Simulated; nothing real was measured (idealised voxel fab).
Process module in this document: voxel lift off
The cross-section on display is named cut; it measures 295 nm wide, and its cells are 5 nm squares.
If you're reading a cross-section in this doc, picture square cells in a grid; it comes to you as bands, top ones listed first down to the bottom, and a band can be one or more rows of cells.
Quick guide to a band line: top height, bottom height (nm) up front; then every material left to right with its width in nm. Only one material and it's marked "all across"? Then it fills the band edge to edge. And "blank" just means empty space.
Heights are expressed relative to 0, this being the level below which the as-received wafer comprises one material exclusively. The lowest band is unbounded in the downward direction and is denoted as in "0..down".
Top row gets the first number, bottom row gets the second, and each row in between changes by the same step: that is how a band width like "30 to 40" works.
Where the words "same as before" appear for a step, the cross-section shows no cell changed by that step; every cell remained as before.
"Closed internal voids" contains a list of empty spaces, each no smaller than 8 cells and without an open way to the top, written in the form width x height at distance with the distance from the left edge and all three in nm.
What comes after the settings on a step's line is commentary from the simulator itself on that step.
The optional step-line setting "overlay nm" applies to steps with a mask and quantifies how far to the right of its planned location the mask lay, a negative value indicating leftward placement.
### This section lists the process steps that were planned
1. RECEIVE,material Si
2. CONFORMAL_DEP,material SiN,thk nm 10
3. PATTERN,tone open,mask id LINES,material resist,width nm 25,pitch nm 50,thk nm 30,overlay nm -15
4. DIRECTIONAL_DEP,material Ru,thk nm 15
5. STRIP,etch materials resist
6. CONFORMAL_DEP,material SiN,thk nm 5
It is noted that the wafers described herein are identical at the outset and are distinguished by the overlay nm of step 3; the value stated in the plan corresponds to the first wafer.
### As-received state after step 1, first of several wafers, cross-section
	0..down  Si all across
	Closed internal voids: none
### Once step 6, the last step, is complete, the module is at its end; this is the cross-section of the first of several wafers
	30..25  blank (65) / SiN (35) / blank (15) / SiN (35) / blank (15) / SiN (35) / blank (95)
	25..15  blank (65) / SiN (5) / Ru (25) / SiN (5) / blank (15) / SiN (5) / Ru (25) / SiN (5) / blank (15) / SiN (5) / Ru (25) / SiN (5) / blank (95)
	15..10  SiN (70) / Ru (25) / SiN (25) / Ru (25) / SiN (25) / Ru (25) / SiN (100)
	10..0  SiN all across
	0..down  Si all across
	Closed internal voids: none
### Here we cross-sectioned the last of the wafers once the module was done
	30..25  blank (95) / SiN (35) / blank (15) / SiN (35) / blank (15) / SiN (35) / blank (65)
	25..15  blank (95) / SiN (5) / Ru (25) / SiN (5) / blank (15) / SiN (5) / Ru (25) / SiN (5) / blank (15) / SiN (5) / Ru (25) / SiN (5) / blank (65)
	15..10  SiN (100) / Ru (25) / SiN (25) / Ru (25) / SiN (25) / Ru (25) / SiN (70)
	10..0  SiN all across
	0..down  Si all across
	Closed internal voids: none
### Below, a row for every wafer. Read it as the end-of-module picture: for each material the wafer shows its cells gained (+) or lost (-) since it was received, and then its closed voids
overlay nm -15, +45 Ru, +195 SiN, Closed internal voids: none
overlay nm -10, +45 Ru, +195 SiN, Closed internal voids: none
overlay nm -5, +45 Ru, +195 SiN, Closed internal voids: none
overlay nm 0, +45 Ru, +195 SiN, Closed internal voids: none
overlay nm 5, +45 Ru, +195 SiN, Closed internal voids: none
overlay nm 10, +45 Ru, +195 SiN, Closed internal voids: none
overlay nm 15, +45 Ru, +195 SiN, Closed internal voids: none
